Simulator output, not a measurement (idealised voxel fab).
Process module in this document: voxel transistor to metal
The width of the displayed cross-section, cut, is 215 nm; its cells are square, with a size of 5 nm.
A cross-section is written here as square cells arranged in a grid, and it is given in bands from the top down, each band taking up one or more rows of cells. The entry gives the band's vertical extent as a top height and a bottom height in nm, then its horizontal make-up as materials from left to right, each with a width in nm. "air" stands for empty space; a single material marked "full width" fills the band edge to edge. Height is counted from the level 0, under which the received wafer is composed throughout of one material. The lowest of the bands is not closed at the bottom but continues downward, in the notation "z 0 and below". Top row gets the first number, bottom row gets the second, and each row in between changes by the same step: that is how a band width like "30->40" works. Key: "no alteration" - step with no changed cell in the cross-section. Entry "Sealed void inventory" = empty spaces >= 8 cells with no open way to the top; each as width x height at distance, distance from left edge, all nm. after a step's settings: what the simulator itself notes on the step. Among the settings permitted on a step's line is "overlay nm"; applied to a step with a mask, it specifies the extent to which the mask lay to the right of its planned position, whereas a negative figure signifies a position to the left.
Below is the list of planned process steps
1 RECEIVE,material Si
2 CONFORMAL_DEP,material SiO2,thk nm 5
3 CONFORMAL_DEP,material SiN,thk nm 15
4 PATTERN,tone cover,mask id ACTIVE,material resist,width nm 110,thk nm 15,overlay nm 0
5 DIRECTIONAL_ETCH,etch materials SiN,depth nm 15
6 DIRECTIONAL_ETCH,etch materials SiO2,depth nm 5
7 DIRECTIONAL_ETCH,etch materials Si,depth nm 20
8 STRIP,etch materials resist
9 OXIDIZE,depth nm 5
10 FILL_DEP,material SiO2,thk nm 15
11 CMP,height nm 20
12 SELECTIVE_ETCH,etch materials SiO2,depth nm 10
13 STRIP,etch materials SiN
14 SELECTIVE_ETCH,etch materials SiO2,depth nm 5
15 OXIDIZE,depth nm 5
16 DIRECTIONAL_DEP,material polySi,thk nm 25
17 DIRECTIONAL_DEP,material SiCN,thk nm 10
18 MASKED_ETCH,tone cover,mask id GATE,width nm 20,etch materials SiCN,depth nm 20,overlay nm 0
19 MASKED_ETCH,tone cover,mask id GATE,width nm 20,etch materials polySi,depth nm 35,overlay nm 0
20 CONFORMAL_DEP,material SiO2,thk nm 5
21 DIRECTIONAL_ETCH,etch materials SiO2,depth nm 5
22 CONFORMAL_DEP,material SiN,thk nm 5
23 DIRECTIONAL_ETCH,etch materials SiN,depth nm 5
24 DIRECTIONAL_ETCH,etch materials SiO2,depth nm 5
25 DIRECTIONAL_ETCH,etch materials Si,depth nm 10
26 EPI,material SiGe,thk nm 15
27 FILL_DEP,material SiO2,thk nm 5
28 CMP,height nm 35
29 DIRECTIONAL_DEP,material SiO2,thk nm 15
30 DIRECTIONAL_DEP,material aC,thk nm 10
31 PATTERN,tone open,mask id CONTACT,material resist,width nm 20,pitch nm 70,thk nm 30,overlay nm 0
32 DIRECTIONAL_ETCH,etch materials aC,depth nm 10
33 STRIP,etch materials resist
34 DIRECTIONAL_ETCH,etch materials SiO2,depth nm 50
35 STRIP,etch materials aC
36 CONFORMAL_DEP,material TiN,thk nm 5
37 FILL_DEP,material W,thk nm 10
38 CMP,height nm 50
39 DIRECTIONAL_DEP,material TiN,thk nm 5
40 DIRECTIONAL_DEP,material Ru,thk nm 25
41 DIRECTIONAL_DEP,material aC,thk nm 15
42 PATTERN,tone cover,mask id METAL_1,material resist,width nm 20,pitch nm 70,thk nm 35,overlay nm 0
43 DIRECTIONAL_ETCH,etch materials aC,depth nm 15
44 STRIP,etch materials resist
45 DIRECTIONAL_ETCH,etch materials Ru,depth nm 25
46 DIRECTIONAL_ETCH,etch materials TiN,depth nm 5
47 STRIP,etch materials aC
48 FILL_DEP,material lowk,thk nm 10
49 CMP,height nm 80
50 CONFORMAL_DEP,material SiCN,thk nm 5
The first wafer of two, processed as planned
As-received state of the wafer in cross-section, equivalent to post-step 1
* z 0 and below = Si full width
* Sealed void inventory: none
Once step 2 is through, the wafer looks like this in cross-section
* z 5 to 0 = SiO2 full width
* Heights below 0 show no change.
Once step 3 is through, the wafer looks like this in cross-section
* z 20 to 5 = SiN full width
* Heights below 5 show no change.
Once step 4 is through, the wafer looks like this in cross-section
* z 35 to 20 = 50 of air, then 110 of resist, then 55 of air
* Heights below 20 show no change.
Once step 5 is through, the wafer looks like this in cross-section
* z 35 to 20 = 50 of air, then 110 of resist, then 55 of air
* z 20 to 5 = 50 of air, then 110 of SiN, then 55 of air
* Heights below 5 show no change.
Once step 6 is through, the wafer looks like this in cross-section
* z 35 to 20 = 50 of air, then 110 of resist, then 55 of air
* z 20 to 5 = 50 of air, then 110 of SiN, then 55 of air
* z 5 to 0 = 50 of air, then 110 of SiO2, then 55 of air
* Heights below 0 show no change.
Once step 7 is through, the wafer looks like this in cross-section
* z 35 to 20 = 50 of air, then 110 of resist, then 55 of air
* z 20 to 5 = 50 of air, then 110 of SiN, then 55 of air
* z 5 to 0 = 50 of air, then 110 of SiO2, then 55 of air
* z 0 to -20 = 50 of air, then 110 of Si, then 55 of air
* Heights below -20 show no change.
Once step 8 is through, the wafer looks like this in cross-section
* z 20 to 5 = 50 of air, then 110 of SiN, then 55 of air
* Heights below 5 show no change.
Once step 9 is through, the wafer looks like this in cross-section
* z 20 to 5 = 50 of air, then 110 of SiN, then 55 of air
* z 5 to 0 = 50 of air, then 110 of SiO2, then 55 of air
* z 0 to -20 = 50 of air, then 5 of SiO2, then 100 of Si, then 5 of SiO2, then 55 of air
* z -20 to -25 = 55 of SiO2, then 100 of Si, then 60 of SiO2
* Heights below -25 show no change.
Once step 10 is through, the wafer looks like this in cross-section
* z 35 to 20 = SiO2 full width
* z 20 to 5 = 50 of SiO2, then 110 of SiN, then 55 of SiO2
* z 5 to 0 = SiO2 full width
* z 0 to -25 = 55 of SiO2, then 100 of Si, then 60 of SiO2
* Heights below -25 show no change.
Once step 11 is through, the wafer looks like this in cross-section
* z 20 to 5 = 50 of SiO2, then 110 of SiN, then 55 of SiO2
* Heights below 5 show no change.
Once step 12 is through, the wafer looks like this in cross-section
* z 20 to 10 = 50 of air, then 110 of SiN, then 55 of air
* Heights below 10 show no change.
Once step 13 is through, the wafer looks like this in cross-section
* z 10 to 5 = 50 of SiO2, then 110 of air, then 55 of SiO2
* Heights below 5 show no change.
Once step 14 is through, the wafer looks like this in cross-section
* z 5 to 0 = 45 of SiO2, then 120 of air, then 50 of SiO2
* Heights below 0 show no change.
Once step 15 is through, the wafer looks like this in cross-section
* z 5 to 0 = 45 of SiO2, then 120 of air, then 50 of SiO2
* z 0 to -5 = SiO2 full width
* Heights below -5 show no change.
Once step 16 is through, the wafer looks like this in cross-section
* z 30 to 25 = 45 of polySi, then 120 of air, then 50 of polySi
* z 25 to 5 = polySi full width
* z 5 to 0 = 45 of SiO2, then 120 of polySi, then 50 of SiO2
* Heights below 0 show no change.
Once step 17 is through, the wafer looks like this in cross-section
* z 40 to 35 = 45 of SiCN, then 120 of air, then 50 of SiCN
* z 35 to 30 = SiCN full width
* z 30 to 25 = 45 of polySi, then 120 of SiCN, then 50 of polySi
* Heights below 25 show no change.
Once step 18 is through, the wafer looks like this in cross-section
* z 35 to 30 = 95 of air, then 20 of SiCN, then 100 of air
* z 30 to 25 = 45 of polySi, then 50 of air, then 20 of SiCN, then 50 of air, then 50 of polySi
* Heights below 25 show no change.
Once step 19 is through, the wafer looks like this in cross-section
* z 35 to 25 = 95 of air, then 20 of SiCN, then 100 of air
* z 25 to 5 = 95 of air, then 20 of polySi, then 100 of air
* z 5 to 0 = 45 of SiO2, then 50 of air, then 20 of polySi, then 50 of air, then 50 of SiO2
* Heights below 0 show no change.
Once step 20 is through, the wafer looks like this in cross-section
* z 40 to 35 = 90 of air, then 30 of SiO2, then 95 of air
* z 35 to 25 = 90 of air, then 5 of SiO2, then 20 of SiCN, then 5 of SiO2, then 95 of air
* z 25 to 10 = 90 of air, then 5 of SiO2, then 20 of polySi, then 5 of SiO2, then 95 of air
* z 10 to 5 = 50 of SiO2, then 40 of air, then 5 of SiO2, then 20 of polySi, then 5 of SiO2, then 40 of air, then 55 of SiO2
* z 5 to 0 = 95 of SiO2, then 20 of polySi, then 100 of SiO2
* Heights below 0 show no change.
Once step 21 is through, the wafer looks like this in cross-section
* z 35 to 25 = 90 of air, then 5 of SiO2, then 20 of SiCN, then 5 of SiO2, then 95 of air
* z 25 to 5 = 90 of air, then 5 of SiO2, then 20 of polySi, then 5 of SiO2, then 95 of air
* z 5 to 0 = 50 of SiO2, then 40 of air, then 5 of SiO2, then 20 of polySi, then 5 of SiO2, then 40 of air, then 55 of SiO2
* Heights below 0 show no change.
Once step 22 is through, the wafer looks like this in cross-section
* z 40 to 35 = 85 of air, then 40 of SiN, then 90 of air
* z 35 to 25 = 85 of air, then 5 of SiN, then 5 of SiO2, then 20 of SiCN, then 5 of SiO2, then 5 of SiN, then 90 of air
* z 25 to 10 = 85 of air, then 5 of SiN, then 5 of SiO2, then 20 of polySi, then 5 of SiO2, then 5 of SiN, then 90 of air
* z 10 to 5 = 55 of SiN, then 30 of air, then 5 of SiN, then 5 of SiO2, then 20 of polySi, then 5 of SiO2, then 5 of SiN, then 30 of air, then 60 of SiN
* z 5 to 0 = 50 of SiO2, then 40 of SiN, then 5 of SiO2, then 20 of polySi, then 5 of SiO2, then 40 of SiN, then 55 of SiO2
* Heights below 0 show no change.
Once step 23 is through, the wafer looks like this in cross-section
* z 35 to 25 = 85 of air, then 5 of SiN, then 5 of SiO2, then 20 of SiCN, then 5 of SiO2, then 5 of SiN, then 90 of air
* z 25 to 5 = 85 of air, then 5 of SiN, then 5 of SiO2, then 20 of polySi, then 5 of SiO2, then 5 of SiN, then 90 of air
* z 5 to 0 = 50 of SiO2, then 5 of SiN, then 30 of air, then 5 of SiN, then 5 of SiO2, then 20 of polySi, then 5 of SiO2, then 5 of SiN, then 30 of air, then 5 of SiN, then 55 of SiO2
* Heights below 0 show no change.
Once step 24 is through, the wafer looks like this in cross-section
* z 35 to 30 = 85 of air, then 5 of SiN, then 5 of air, then 20 of SiCN, then 5 of air, then 5 of SiN, then 90 of air
* z 30 to 25 = 85 of air, then 5 of SiN, then 5 of SiO2, then 20 of SiCN, then 5 of SiO2, then 5 of SiN, then 90 of air
* z 25 to 5 = 85 of air, then 5 of SiN, then 5 of SiO2, then 20 of polySi, then 5 of SiO2, then 5 of SiN, then 90 of air
* z 5 to 0 = 50 of air, then 5 of SiN, then 30 of air, then 5 of SiN, then 5 of SiO2, then 20 of polySi, then 5 of SiO2, then 5 of SiN, then 30 of air, then 5 of SiN, then 55 of air
* z 0 to -5 = 55 of SiO2, then 30 of air, then 40 of SiO2, then 30 of air, then 60 of SiO2
* Heights below -5 show no change.
Once step 25 is through, the wafer looks like this in cross-section
* z 35 to 30 = 85 of air, then 5 of SiN, then 5 of air, then 20 of SiCN, then 5 of air, then 5 of SiN, then 90 of air
* z 30 to 25 = 85 of air, then 5 of SiN, then 5 of SiO2, then 20 of SiCN, then 5 of SiO2, then 5 of SiN, then 90 of air
* z 25 to 5 = 85 of air, then 5 of SiN, then 5 of SiO2, then 20 of polySi, then 5 of SiO2, then 5 of SiN, then 90 of air
* z 5 to 0 = 50 of air, then 5 of SiN, then 30 of air, then 5 of SiN, then 5 of SiO2, then 20 of polySi, then 5 of SiO2, then 5 of SiN, then 30 of air, then 5 of SiN, then 55 of air
* z 0 to -5 = 55 of SiO2, then 30 of air, then 40 of SiO2, then 30 of air, then 60 of SiO2
* z -5 to -15 = 55 of SiO2, then 30 of air, then 40 of Si, then 30 of air, then 60 of SiO2
* Heights below -15 show no change.
Once step 26 is through, the wafer looks like this in cross-section
* z 35 to 30 = 85 of air, then 5 of SiN, then 5 of air, then 20 of SiCN, then 5 of air, then 5 of SiN, then 90 of air
* z 30 to 25 = 85 of air, then 5 of SiN, then 5 of SiO2, then 20 of SiCN, then 5 of SiO2, then 5 of SiN, then 90 of air
* z 25 to 10 = 85 of air, then 5 of SiN, then 5 of SiO2, then 20 of polySi, then 5 of SiO2, then 5 of SiN, then 90 of air
* z 10 to 5 = 70 of air, then 15 of SiGe, then 5 of SiN, then 5 of SiO2, then 20 of polySi, then 5 of SiO2, then 5 of SiN, then 15 of SiGe, then 75 of air
* z 5 to 0 = 50 of air, then 5 of SiN, then 15 of air, then 15 of SiGe, then 5 of SiN, then 5 of SiO2, then 20 of polySi, then 5 of SiO2, then 5 of SiN, then 15 of SiGe, then 15 of air, then 5 of SiN, then 55 of air
* z 0 to -5 = 55 of SiO2, then 30 of SiGe, then 40 of SiO2, then 30 of SiGe, then 60 of SiO2
* z -5 to -15 = 55 of SiO2, then 30 of SiGe, then 40 of Si, then 30 of SiGe, then 60 of SiO2
* Heights below -15 show no change.
Once step 27 is through, the wafer looks like this in cross-section
* z 40 to 35 = SiO2 full width
* z 35 to 25 = 85 of SiO2, then 5 of SiN, then 5 of SiO2, then 20 of SiCN, then 5 of SiO2, then 5 of SiN, then 90 of SiO2
* z 25 to 10 = 85 of SiO2, then 5 of SiN, then 5 of SiO2, then 20 of polySi, then 5 of SiO2, then 5 of SiN, then 90 of SiO2
* z 10 to 5 = 70 of SiO2, then 15 of SiGe, then 5 of SiN, then 5 of SiO2, then 20 of polySi, then 5 of SiO2, then 5 of SiN, then 15 of SiGe, then 75 of SiO2
* z 5 to 0 = 50 of SiO2, then 5 of SiN, then 15 of SiO2, then 15 of SiGe, then 5 of SiN, then 5 of SiO2, then 20 of polySi, then 5 of SiO2, then 5 of SiN, then 15 of SiGe, then 15 of SiO2, then 5 of SiN, then 55 of SiO2
* Heights below 0 show no change.
Once step 28 is through, the wafer looks like this in cross-section
* z 35 to 25 = 85 of SiO2, then 5 of SiN, then 5 of SiO2, then 20 of SiCN, then 5 of SiO2, then 5 of SiN, then 90 of SiO2
* Heights below 25 show no change.
Once step 29 is through, the wafer looks like this in cross-section
* z 50 to 35 = SiO2 full width
* Heights below 35 show no change.
Once step 30 is through, the wafer looks like this in cross-section
* z 60 to 50 = aC full width
* Heights below 50 show no change.
Once step 31 is through, the wafer looks like this in cross-section
* z 90 to 60 = 60 of resist, then 20 of air, then 50 of resist, then 20 of air, then 65 of resist
* Heights below 60 show no change.
Once step 32 is through, the wafer looks like this in cross-section
* z 80 to 60 = 60 of resist, then 20 of air, then 50 of resist, then 20 of air, then 65 of resist
* z 60 to 50 = 60 of aC, then 20 of air, then 50 of aC, then 20 of air, then 65 of aC
* Heights below 50 show no change.
Once step 33 is through, the wafer looks like this in cross-section
* z 60 to 50 = 60 of aC, then 20 of air, then 50 of aC, then 20 of air, then 65 of aC
* Heights below 50 show no change.
Once step 34 is through, the wafer looks like this in cross-section
* z 60 to 50 = 60 of aC, then 20 of air, then 50 of aC, then 20 of air, then 65 of aC
* z 50 to 35 = 60 of SiO2, then 20 of air, then 50 of SiO2, then 20 of air, then 65 of SiO2
* z 35 to 25 = 60 of SiO2, then 20 of air, then 5 of SiO2, then 5 of SiN, then 5 of SiO2, then 20 of SiCN, then 5 of SiO2, then 5 of SiN, then 5 of SiO2, then 20 of air, then 65 of SiO2
* z 25 to 10 = 60 of SiO2, then 20 of air, then 5 of SiO2, then 5 of SiN, then 5 of SiO2, then 20 of polySi, then 5 of SiO2, then 5 of SiN, then 5 of SiO2, then 20 of air, then 65 of SiO2
* z 10 to 5 = 60 of SiO2, then 10 of air, then 15 of SiGe, then 5 of SiN, then 5 of SiO2, then 20 of polySi, then 5 of SiO2, then 5 of SiN, then 15 of SiGe, then 10 of air, then 65 of SiO2
* z 5 to 0 = 50 of SiO2, then 5 of SiN, then 5 of SiO2, then 10 of air, then 15 of SiGe, then 5 of SiN, then 5 of SiO2, then 20 of polySi, then 5 of SiO2, then 5 of SiN, then 15 of SiGe, then 10 of air, then 5 of SiO2, then 5 of SiN, then 55 of SiO2
* Heights below 0 show no change.
Once step 35 is through, the wafer looks like this in cross-section
* z 50 to 35 = 60 of SiO2, then 20 of air, then 50 of SiO2, then 20 of air, then 65 of SiO2
* Heights below 35 show no change.
Once step 36 is through, the wafer looks like this in cross-section
* z 55 to 50 = 65 of TiN, then 10 of air, then 60 of TiN, then 10 of air, then 70 of TiN
* z 50 to 35 = 60 of SiO2, then 5 of TiN, then 10 of air, then 5 of TiN, then 50 of SiO2, then 5 of TiN, then 10 of air, then 5 of TiN, then 65 of SiO2
* z 35 to 25 = 60 of SiO2, then 5 of TiN, then 10 of air, then 5 of TiN, then 5 of SiO2, then 5 of SiN, then 5 of SiO2, then 20 of SiCN, then 5 of SiO2, then 5 of SiN, then 5 of SiO2, then 5 of TiN, then 10 of air, then 5 of TiN, then 65 of SiO2
* z 25 to 15 = 60 of SiO2, then 5 of TiN, then 10 of air, then 5 of TiN, then 5 of SiO2, then 5 of SiN, then 5 of SiO2, then 20 of polySi, then 5 of SiO2, then 5 of SiN, then 5 of SiO2, then 5 of TiN, then 10 of air, then 5 of TiN, then 65 of SiO2
* z 15 to 10 = 60 of SiO2, then 20 of TiN, then 5 of SiO2, then 5 of SiN, then 5 of SiO2, then 20 of polySi, then 5 of SiO2, then 5 of SiN, then 5 of SiO2, then 20 of TiN, then 65 of SiO2
* z 10 to 5 = 60 of SiO2, then 10 of TiN, then 15 of SiGe, then 5 of SiN, then 5 of SiO2, then 20 of polySi, then 5 of SiO2, then 5 of SiN, then 15 of SiGe, then 10 of TiN, then 65 of SiO2
* z 5 to 0 = 50 of SiO2, then 5 of SiN, then 5 of SiO2, then 10 of TiN, then 15 of SiGe, then 5 of SiN, then 5 of SiO2, then 20 of polySi, then 5 of SiO2, then 5 of SiN, then 15 of SiGe, then 10 of TiN, then 5 of SiO2, then 5 of SiN, then 55 of SiO2
* Heights below 0 show no change.
Once step 37 is through, the wafer looks like this in cross-section
* z 65 to 55 = W full width
* z 55 to 50 = 65 of TiN, then 10 of W, then 60 of TiN, then 10 of W, then 70 of TiN
* z 50 to 35 = 60 of SiO2, then 5 of TiN, then 10 of W, then 5 of TiN, then 50 of SiO2, then 5 of TiN, then 10 of W, then 5 of TiN, then 65 of SiO2
* z 35 to 25 = 60 of SiO2, then 5 of TiN, then 10 of W, then 5 of TiN, then 5 of SiO2, then 5 of SiN, then 5 of SiO2, then 20 of SiCN, then 5 of SiO2, then 5 of SiN, then 5 of SiO2, then 5 of TiN, then 10 of W, then 5 of TiN, then 65 of SiO2
* z 25 to 15 = 60 of SiO2, then 5 of TiN, then 10 of W, then 5 of TiN, then 5 of SiO2, then 5 of SiN, then 5 of SiO2, then 20 of polySi, then 5 of SiO2, then 5 of SiN, then 5 of SiO2, then 5 of TiN, then 10 of W, then 5 of TiN, then 65 of SiO2
* Heights below 15 show no change.
Once step 38 is through, the wafer looks like this in cross-section
* z 50 to 35 = 60 of SiO2, then 5 of TiN, then 10 of W, then 5 of TiN, then 50 of SiO2, then 5 of TiN, then 10 of W, then 5 of TiN, then 65 of SiO2
* Heights below 35 show no change.
Once step 39 is through, the wafer looks like this in cross-section
* z 55 to 50 = TiN full width
* Heights below 50 show no change.
Once step 40 is through, the wafer looks like this in cross-section
* z 80 to 55 = Ru full width
* Heights below 55 show no change.
Once step 41 is through, the wafer looks like this in cross-section
* z 95 to 80 = aC full width
* Heights below 80 show no change.
Once step 42 is through, the wafer looks like this in cross-section
* z 130 to 95 = 60 of air, then 20 of resist, then 50 of air, then 20 of resist, then 65 of air
* Heights below 95 show no change.
Once step 43 is through, the wafer looks like this in cross-section
* z 115 to 95 = 60 of air, then 20 of resist, then 50 of air, then 20 of resist, then 65 of air
* z 95 to 80 = 60 of air, then 20 of aC, then 50 of air, then 20 of aC, then 65 of air
* Heights below 80 show no change.
Once step 44 is through, the wafer looks like this in cross-section
* z 95 to 80 = 60 of air, then 20 of aC, then 50 of air, then 20 of aC, then 65 of air
* Heights below 80 show no change.
Once step 45 is through, the wafer looks like this in cross-section
* z 95 to 80 = 60 of air, then 20 of aC, then 50 of air, then 20 of aC, then 65 of air
* z 80 to 55 = 60 of air, then 20 of Ru, then 50 of air, then 20 of Ru, then 65 of air
* Heights below 55 show no change.
Once step 46 is through, the wafer looks like this in cross-section
* z 95 to 80 = 60 of air, then 20 of aC, then 50 of air, then 20 of aC, then 65 of air
* z 80 to 55 = 60 of air, then 20 of Ru, then 50 of air, then 20 of Ru, then 65 of air
* z 55 to 50 = 60 of air, then 20 of TiN, then 50 of air, then 20 of TiN, then 65 of air
* Heights below 50 show no change.
Once step 47 is through, the wafer looks like this in cross-section
* z 80 to 55 = 60 of air, then 20 of Ru, then 50 of air, then 20 of Ru, then 65 of air
* Heights below 55 show no change.
Once step 48 is through, the wafer looks like this in cross-section
* z 90 to 80 = lowk full width
* z 80 to 55 = 60 of lowk, then 20 of Ru, then 50 of lowk, then 20 of Ru, then 65 of lowk
* z 55 to 50 = 60 of lowk, then 20 of TiN, then 50 of lowk, then 20 of TiN, then 65 of lowk
* Heights below 50 show no change.
Once step 49 is through, the wafer looks like this in cross-section
* z 80 to 55 = 60 of lowk, then 20 of Ru, then 50 of lowk, then 20 of Ru, then 65 of lowk
* Heights below 55 show no change.
Once step 50 is through, the wafer looks like this in cross-section
* z 85 to 80 = SiCN full width
* Heights below 80 show no change.
It is to be noted that the second wafer proceeded from the same initial state and according to the same plan as the first, although one mistake was committed in its execution; through step 37, inclusive, the two wafers share an identical history
Cross-section of the second wafer when, according to plan, step 38 should have finished: no alteration
Cross-section of the second wafer when, according to plan, step 39 should have finished
* z 70 to 65 = TiN full width
* Heights below 65 show no change.
Cross-section of the second wafer when, according to plan, step 40 should have finished
* z 95 to 70 = Ru full width
* Heights below 70 show no change.
Cross-section of the second wafer when, according to plan, step 41 should have finished
* z 110 to 95 = aC full width
* Heights below 95 show no change.
Cross-section of the second wafer when, according to plan, step 42 should have finished
* z 145 to 110 = 60 of air, then 20 of resist, then 50 of air, then 20 of resist, then 65 of air
* Heights below 110 show no change.
Cross-section of the second wafer when, according to plan, step 43 should have finished
* z 130 to 110 = 60 of air, then 20 of resist, then 50 of air, then 20 of resist, then 65 of air
* z 110 to 95 = 60 of air, then 20 of aC, then 50 of air, then 20 of aC, then 65 of air
* Heights below 95 show no change.
Cross-section of the second wafer when, according to plan, step 44 should have finished
* z 110 to 95 = 60 of air, then 20 of aC, then 50 of air, then 20 of aC, then 65 of air
* Heights below 95 show no change.
Cross-section of the second wafer when, according to plan, step 45 should have finished
* z 110 to 95 = 60 of air, then 20 of aC, then 50 of air, then 20 of aC, then 65 of air
* z 95 to 70 = 60 of air, then 20 of Ru, then 50 of air, then 20 of Ru, then 65 of air
* Heights below 70 show no change.
Cross-section of the second wafer when, according to plan, step 46 should have finished
* z 110 to 95 = 60 of air, then 20 of aC, then 50 of air, then 20 of aC, then 65 of air
* z 95 to 70 = 60 of air, then 20 of Ru, then 50 of air, then 20 of Ru, then 65 of air
* z 70 to 65 = 60 of air, then 20 of TiN, then 50 of air, then 20 of TiN, then 65 of air
* Heights below 65 show no change.
Cross-section of the second wafer when, according to plan, step 47 should have finished
* z 95 to 70 = 60 of air, then 20 of Ru, then 50 of air, then 20 of Ru, then 65 of air
* Heights below 70 show no change.
Cross-section of the second wafer when, according to plan, step 48 should have finished
* z 105 to 95 = lowk full width
* z 95 to 70 = 60 of lowk, then 20 of Ru, then 50 of lowk, then 20 of Ru, then 65 of lowk
* z 70 to 65 = 60 of lowk, then 20 of TiN, then 50 of lowk, then 20 of TiN, then 65 of lowk
* Heights below 65 show no change.
Cross-section of the second wafer when, according to plan, step 49 should have finished
* z 80 to 70 = 60 of lowk, then 20 of Ru, then 50 of lowk, then 20 of Ru, then 65 of lowk
* Heights below 70 show no change.
Cross-section of the second wafer when, according to plan, step 50 should have finished
* z 85 to 80 = SiCN full width
* Heights below 80 show no change.
Diagnosis: with respect to the plan, step 38 was omitted and not executed
Per the end-of-run cell counts, the second wafer holds more or fewer of some materials than the first: Ru -24 | TiN +39 | W +90 | lowk -105
